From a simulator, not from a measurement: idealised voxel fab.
The process module presented herein is designated voxel wiring stack.
Section cut is 290 nm wide and gridded with 5 nm square cells.
When this document writes out a cross-section, it uses a grid of square cells and lists it as bands, beginning at the top and moving down, with a band standing for one or more rows of cells.
Quick guide to a band line: top height, bottom height (nm) up front; then every material left to right with its width in nm. Only one material and it's marked "all across"? Then it fills the band edge to edge. And "air" just means empty space.
Where do heights start? At 0: under that level the wafer as delivered is made of one material only. And the lowest band has no floor; it just carries on downward, as in "0 nm and below".
Top row gets the first number, bottom row gets the second, and each row in between changes by the same step: that is how a band width like "30->40" works.
Reading "all unchanged" for a step: not a cell of the cross-section changed in it.
Closed empty spaces (no open way to the top) of 8 cells or more are what "Entrapped voids" lists, each as width x height at distance from the left edge, nm for all three.
Anything after a step's settings on that line? It's the simulator's own note about the step.
"overlay nm" on a masked step: distance the mask lay right of its planned place, negative for left.
## The planned process steps are enumerated hereunder
step 1: RECEIVE, material Si
step 2: CONFORMAL_DEP, material SiO2, thk nm 15
step 3: DIRECTIONAL_DEP, material TiN, thk nm 5
step 4: DIRECTIONAL_DEP, material W, thk nm 20
step 5: DIRECTIONAL_DEP, material aC, thk nm 10
step 6: PATTERN, tone cover, mask id METAL_1, material resist, width nm 25, pitch nm 45, thk nm 30, overlay nm 0
step 7: DIRECTIONAL_ETCH, etch materials aC, depth nm 10
step 8: STRIP, etch materials resist
step 9: DIRECTIONAL_ETCH, etch materials W, depth nm 20
step 10: DIRECTIONAL_ETCH, etch materials TiN, depth nm 5
step 11: STRIP, etch materials aC
step 12: CONFORMAL_DEP, material SiN, thk nm 5
step 13: FILL_DEP, material lowk, thk nm 10
step 14: CMP, height nm 40
step 15: CONFORMAL_DEP, material SiCN, thk nm 5
step 16: DIRECTIONAL_DEP, material SiO2, thk nm 20
step 17: DIRECTIONAL_DEP, material aC, thk nm 10
step 18: PATTERN, tone open, mask id PLUG_1, material resist, width nm 15, pitch nm 45, thk nm 25, overlay nm 0
step 19: DIRECTIONAL_ETCH, etch materials aC, depth nm 10
step 20: STRIP, etch materials resist
step 21: DIRECTIONAL_ETCH, etch materials SiO2, depth nm 20
step 22: DIRECTIONAL_ETCH, etch materials SiCN, depth nm 5
step 23: STRIP, etch materials aC
step 24: CONFORMAL_DEP, material TiN, thk nm 5
step 25: FILL_DEP, material Cu, thk nm 5
step 26: CMP, height nm 65
step 27: DIRECTIONAL_DEP, material TiN, thk nm 5
step 28: DIRECTIONAL_DEP, material W, thk nm 15
step 29: DIRECTIONAL_DEP, material aC, thk nm 10
step 30: PATTERN, tone cover, mask id METAL_2, material resist, width nm 25, pitch nm 45, thk nm 30, overlay nm 0
step 31: DIRECTIONAL_ETCH, etch materials aC, depth nm 10
step 32: STRIP, etch materials resist
step 33: DIRECTIONAL_ETCH, etch materials W, depth nm 15
step 34: DIRECTIONAL_ETCH, etch materials TiN, depth nm 5
step 35: STRIP, etch materials aC
step 36: CONFORMAL_DEP, material SiCN, thk nm 5
step 37: FILL_DEP, material SiO2, thk nm 10
step 38: CMP, height nm 85
step 39: CONFORMAL_DEP, material SiCN, thk nm 5
step 40: DIRECTIONAL_DEP, material lowk, thk nm 10
step 41: MASKED_ETCH, tone open, mask id PLUG_2, width nm 15, pitch nm 45, etch materials lowk, depth nm 10, overlay nm 0
step 42: MASKED_ETCH, tone open, mask id PLUG_2, width nm 15, pitch nm 45, etch materials SiCN, depth nm 5, overlay nm 0
step 43: CONFORMAL_DEP, material TiN, thk nm 5
step 44: FILL_DEP, material W, thk nm 10
step 45: CMP, height nm 100
step 46: CONFORMAL_DEP, material SiN, thk nm 5
step 47: DIRECTIONAL_DEP, material SiO2, thk nm 20
step 48: PATTERN, tone open, mask id METAL_3, material resist, width nm 25, pitch nm 45, thk nm 20, overlay nm 0
step 49: DIRECTIONAL_ETCH, etch materials SiO2, depth nm 20
step 50: DIRECTIONAL_ETCH, etch materials SiN, depth nm 5
step 51: STRIP, etch materials resist
step 52: CONFORMAL_DEP, material TiN, thk nm 5
step 53: FILL_DEP, material Ru, thk nm 10
step 54: CMP, height nm 125
step 55: CONFORMAL_DEP, material SiN, thk nm 5
## Shown in cross-section is the wafer as received, that is, as it stands after step 1
	0 nm and below  Si all across
	Entrapped voids: none
## Cross-section, end of module. Start: as above. Plan: as above. Execution: one mistake
	130 nm to 125 nm  SiN all across
	125 nm to 105 nm  SiO2: 85, TiN: 5, Ru: 15, TiN: 5, SiO2: 20, TiN: 5, Ru: 15, TiN: 5, SiO2: 20, TiN: 5, Ru: 15, TiN: 5, SiO2: 90
	105 nm to 100 nm  SiN: 85, TiN: 25, SiN: 20, TiN: 25, SiN: 20, TiN: 25, SiN: 90
	100 nm to 90 nm  lowk: 85, TiN: 5, W: 5, TiN: 5, lowk: 30, TiN: 5, W: 5, TiN: 5, lowk: 30, TiN: 5, W: 5, TiN: 5, lowk: 100
	90 nm to 85 nm  SiCN: 85, TiN: 15, SiCN: 30, TiN: 15, SiCN: 30, TiN: 15, SiCN: 100
	85 nm to 70 nm  SiO2: 80, SiCN: 5, W: 25, SiCN: 5, SiO2: 10, SiCN: 5, W: 25, SiCN: 5, SiO2: 10, SiCN: 5, W: 25, SiCN: 5, SiO2: 85
	70 nm to 65 nm  SiCN: 85, TiN: 25, SiCN: 20, TiN: 25, SiCN: 20, TiN: 25, SiCN: 90
	65 nm to 45 nm  SiO2: 85, TiN: 5, Cu: 5, TiN: 5, SiO2: 30, TiN: 5, Cu: 5, TiN: 5, SiO2: 30, TiN: 5, Cu: 5, TiN: 5, SiO2: 100
	45 nm to 40 nm  SiCN: 85, TiN: 15, SiCN: 30, TiN: 15, SiCN: 30, TiN: 15, SiCN: 100
	40 nm to 35 nm  lowk all across
	35 nm to 30 nm  lowk: 80, SiN: 35, lowk: 10, SiN: 35, lowk: 10, SiN: 35, lowk: 85
	30 nm to 20 nm  lowk: 80, SiN: 5, W: 25, SiN: 5, lowk: 10, SiN: 5, W: 25, SiN: 5, lowk: 10, SiN: 5, W: 25, SiN: 5, lowk: 85
	20 nm to 15 nm  SiN: 85, TiN: 25, SiN: 20, TiN: 25, SiN: 20, TiN: 25, SiN: 90
	15 nm to 0 nm  SiO2 all across
	0 nm and below  Si all across
	Entrapped voids: none
So what did we get wrong on this run? step 4 ran with different settings than intended, the actual operation and settings being DIRECTIONAL_DEP, material W, thk nm 10
